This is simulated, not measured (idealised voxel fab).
process module | voxel local oxidation
cross-section cut | 270 nm wide | cells 5 nm
A cross-section is a grid of square cells, given in bands from the top down. A band is one or more rows of cells.
Each band's line starts with the height of the band's top and of its bottom, in nm. Then come its materials from left to right, each with its width in nm. One material with "throughout" fills the band from edge to edge. "air" is empty space.
Height 0 is the level under which the wafer as received is all one material. The lowest band goes on downwards, as in "0 down".
A width such as "30 to 40" changes by the same amount from each row of cells to the next, from the band's top row to its bottom row.
"no change" after a step means that no cell of the cross-section changed.
closed voids: empty space of 8 cells or more with no open way to the top, each as width x height at its distance from the left edge, in nm
after a step's settings: what the simulator itself notes on the step
overlay nm, on a step with a mask: how far to the right of its planned place the mask lay; to the left if negative
plan
1 op RECEIVE | material Si
2 op CONFORMAL_DEP | material SiO2 | thk nm 5
3 op CONFORMAL_DEP | material SiN | thk nm 15
4 op PATTERN | tone cover | mask id ACTIVE | material resist | width nm 100 | thk nm 20 | overlay nm 0
5 op DIRECTIONAL_ETCH | etch materials SiN | depth nm 15
6 op STRIP | etch materials resist
7 op SELECTIVE_ETCH | etch materials SiO2 | depth nm 5
8 op OXIDIZE | depth nm 10
9 op STRIP | etch materials SiN
as received, after step 1
  0 down: Si throughout
  closed voids: none
first wafer at the end, as planned
  5 to 0: air 90 | SiO2 90 | air 90
  0 to -10: SiO2 100 | Si 70 | SiO2 100
  -10 down: Si throughout
  closed voids: none
second wafer at the end: like start, like plan, one mistake
  20 to 5: air 85 | SiN 100 | air 85
  5 to 0: air 90 | SiO2 90 | air 90
  0 to -10: SiO2 100 | Si 70 | SiO2 100
  -10 down: Si throughout
  closed voids: none
what went wrong: step 9 was left out
at the end the second wafer has, in cells: 60 more of SiN
